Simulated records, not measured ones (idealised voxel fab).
The process module that follows is named voxel air gaps.
Square cell edge 5 nm, section width 300 nm, ID cut.
Cross-sections here: square-cell grids, written as top-down lists of bands, a band being one or more rows of cells. The band entry comprises the height of the band's top followed by the height of its bottom, expressed in nm, and subsequently the band's materials from left to right, each stated together with its width in nm. Where a single material is marked with the word "everywhere", that material fills the band from edge to edge. The word "empty" represents empty space. Height 0 is the level under which the wafer as received is all one material. The lowest band goes on downwards, as in "0 -> down". Width spec "30->40" -> top row of cells at first value, bottom row at second value, equal per-row change in between. Any step labelled "no change occurred" changed none of the cells in the cross-section. Heads up: "Enclosed void list" only lists the empty pockets with no open path to the top that are 8 cells or more, and it writes them as width x height at distance, distance from the left edge, in nm. Note: text after step settings on the step line = simulator remark on that step. On any step carrying a mask, the "overlay nm" setting, if present on the step's line, tells how far right of its planned place the mask lay; negative values point to the left.

[The planned process steps are enumerated hereunder]
| 1 | RECEIVE with material Si |
| 2 | CONFORMAL_DEP with material SiO2, thk nm 15 |
| 3 | CONFORMAL_DEP with material SiN, thk nm 5 |
| 4 | DIRECTIONAL_DEP with material lowk, thk nm 35 |
| 5 | PATTERN with tone open, mask id LINES, material resist, width nm 15, pitch nm 40, thk nm 15, overlay nm 0 |
| 6 | DIRECTIONAL_ETCH with etch materials lowk, depth nm 35 |
| 7 | STRIP with etch materials resist |
| 8 | CONFORMAL_DEP with material TiN, thk nm 5 |
| 9 | FILL_DEP with material Ru, thk nm 5 |
| 10 | CMP with height nm 55 |
| 11 | EPI with material Ru, thk nm 10 |
| 12 | SELECTIVE_ETCH with etch materials lowk, depth nm 45 |
| 13 | CONFORMAL_DEP with material SiCN, thk nm 5 |

[Cross-section of the incoming wafer, state after step 1]
* 0 -> down | Si everywhere
* Enclosed void list: none

[Look at the cross-section after the module: the wafer started out the way shown above and the plan was the one shown above, yet one mistake was made along the way]
* 70 -> 65 | empty 65 nm, SiCN 165 nm, empty 70 nm
* 65 -> 55 | empty 65 nm, SiCN 5 nm, Ru 35 nm, SiCN 5 nm, Ru 35 nm, SiCN 5 nm, Ru 35 nm, SiCN 5 nm, Ru 35 nm, SiCN 5 nm, empty 70 nm
* 55 -> 50 | empty 65 nm, SiCN 15 nm, TiN 5 nm, Ru 5 nm, TiN 5 nm, SiCN 25 nm, TiN 5 nm, Ru 5 nm, TiN 5 nm, SiCN 25 nm, TiN 5 nm, Ru 5 nm, TiN 5 nm, SiCN 25 nm, TiN 5 nm, Ru 5 nm, TiN 5 nm, SiCN 15 nm, empty 70 nm
* 50 -> 25 | empty 75 nm, SiCN 5 nm, TiN 5 nm, Ru 5 nm, TiN 5 nm, SiCN 5 nm, empty 15 nm, SiCN 5 nm, TiN 5 nm, Ru 5 nm, TiN 5 nm, SiCN 5 nm, empty 15 nm, SiCN 5 nm, TiN 5 nm, Ru 5 nm, TiN 5 nm, SiCN 5 nm, empty 15 nm, SiCN 5 nm, TiN 5 nm, Ru 5 nm, TiN 5 nm, SiCN 5 nm, empty 80 nm
* 25 -> 20 | SiCN 80 nm, TiN 15 nm, SiCN 25 nm, TiN 15 nm, SiCN 25 nm, TiN 15 nm, SiCN 25 nm, TiN 15 nm, SiCN 85 nm
* 20 -> 5 | SiO2 everywhere
* 5 -> 0 | SiN everywhere
* 0 -> down | Si everywhere
* Enclosed void list: 15 x 25 at 100; 15 x 25 at 140; 15 x 25 at 180
Nonconformance to the process plan: a sequencing error occurred in which plan steps 2 and 3 were transposed
